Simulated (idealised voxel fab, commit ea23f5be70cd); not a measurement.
The process module that follows is named voxel self aligned contacts.
cross-section cut | 225 nm wide | cells 5 nm
Bands, listed from the top down, are how a cross-section gets written in this document; the cross-section itself is a grid of square cells, and a band is one or more rows of them.
A band entry consists of two parts. The first gives the height of the band's top and the height of its bottom, in nm. The rest lists the band's materials from left to right, each with its width in nm. A single material labelled with the word "all across" fills the band from edge to edge, and the word "air" marks empty space.
Height reference: 0 = level under which incoming wafer is all one material. Lowest band: no bottom, runs on downward, e.g. "z 0 and below".
The width entry "30 to 40" should be interpreted row by row: the top row of cells in the band takes the first number, the bottom row takes the second number, and the change between adjacent rows is uniform throughout.
"nothing altered" means the step left every cell of the cross-section as it was.
Listed in "Closed void register": every empty space of 8 or more cells without an open way to the top. Form: width x height at distance, the distance being from the left edge, all in nm.
Heads up: the bit after the settings on a step's line is the simulator's remark on that step.
overlay nm, on a step with a mask: how far to the right of its planned place the mask lay; to the left if negative
# Intended process steps
1. RECEIVE (material Si)
2. OXIDIZE (depth nm 5)
3. DIRECTIONAL_DEP (material polySi; thk nm 25)
4. DIRECTIONAL_DEP (material SiN; thk nm 25)
5. DIRECTIONAL_DEP (material aC; thk nm 10)
6. PATTERN (tone cover; mask id GATE; material resist; width nm 25; pitch nm 80; thk nm 25; overlay nm 0)
7. DIRECTIONAL_ETCH (etch materials aC; depth nm 10)
8. STRIP (etch materials resist)
9. DIRECTIONAL_ETCH (etch materials SiN; depth nm 25)
10. DIRECTIONAL_ETCH (etch materials polySi; depth nm 25)
11. STRIP (etch materials aC)
12. CONFORMAL_DEP (material SiN; thk nm 10)
13. DIRECTIONAL_ETCH (etch materials SiN; depth nm 10)
14. FILL_DEP (material SiO2; thk nm 15)
15. CMP (height nm 60)
16. MASKED_ETCH (tone open; mask id CONTACT; width nm 65; pitch nm 80; etch materials SiO2; depth nm 65; overlay nm 0)
17. CONFORMAL_DEP (material TiN; thk nm 5)
18. FILL_DEP (material W; thk nm 10)
19. CMP (height nm 60)
20. CONFORMAL_DEP (material SiCN; thk nm 5)
Keep in mind the plan's value for the width nm of step 6 comes from the first wafer; the wafers don't share that setting, but they do share the same starting point.
# Cross-section of the first of several wafers on receipt, reflecting completion of step 1
    z 0 and below = Si all across
    Closed void register: none
# Below: a row per wafer. Contents at end of module: for every material, cells gained since receipt (+) or lost since receipt (-); then closed voids
width nm 25, -45 Si, +45 SiCN, +195 SiN, +109 SiO2, +74 TiN, +132 W, +75 polySi, Closed void register: none
width nm 30, -45 Si, +45 SiCN, +210 SiN, +101 SiO2, +74 TiN, +110 W, +90 polySi, Closed void register: none
width nm 35, -45 Si, +45 SiCN, +225 SiN, +93 SiO2, +74 TiN, +88 W, +105 polySi, Closed void register: none
